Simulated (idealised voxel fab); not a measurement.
Herein follows the process module entitled voxel lift off.
Square cell edge 5 nm, section width 225 nm, ID cut.
We lay out every cross-section as a grid of square cells and spell it out in bands from the top down, where one band means one or more rows of cells. Top height, bottom height, nm. Materials left to right, width each, nm. Single material + "everywhere" = fills band edge to edge. "blank" = empty. Height 0 is the level under which the wafer as received is all one material. The lowest band goes on downwards, as in "0 down". Quick explanation for "30..40": the width changes in equal steps down the rows of cells, from the first number in the band's top row to the second number in its bottom row. The designation "no modification", where it is given for a processing step, indicates that no cell of the cross-section was altered in the course of that step. "Fully sealed voids" contains a list of empty spaces, each no smaller than 8 cells and without an open way to the top, written in the form width x height at distance with the distance from the left edge and all three in nm. Step line, after settings: the simulator's comment on this step. The "overlay nm" setting may appear on a step's line; for a step that uses a mask, it gives how far to the right of its planned position the mask lay, and a negative value indicates the left.
The process steps that were planned are listed below:
1) RECEIVE (material Si)
2) CONFORMAL_DEP (material SiO2; thk nm 10)
3) PATTERN (tone open; mask id LINES; material resist; width nm 20; pitch nm 50; thk nm 20; overlay nm 0)
4) DIRECTIONAL_DEP (material Ru; thk nm 5)
5) STRIP (etch materials resist)
6) CONFORMAL_DEP (material SiO2; thk nm 5)
Received-state cross-section, reflecting completion of step 1:
* 0 down: Si everywhere
* Fully sealed voids: none
The following cross-section depicts the wafer upon conclusion of the module. Processing commenced from the starting condition illustrated above and adhered to the plan illustrated above, save for one mistake in execution:
* 20 to 15: blank=65, SiO2=30, blank=20, SiO2=30, blank=80
* 15 to 10: SiO2=70, Ru=20, SiO2=30, Ru=20, SiO2=85
* 10 to 0: SiO2 everywhere
* 0 down: Si everywhere
* Fully sealed voids: none
Deviation from plan: planned and actual differ for step 3; actual: PATTERN (tone open; mask id LINES; material resist; width nm 20; pitch nm 50; thk nm 20; overlay nm -5)
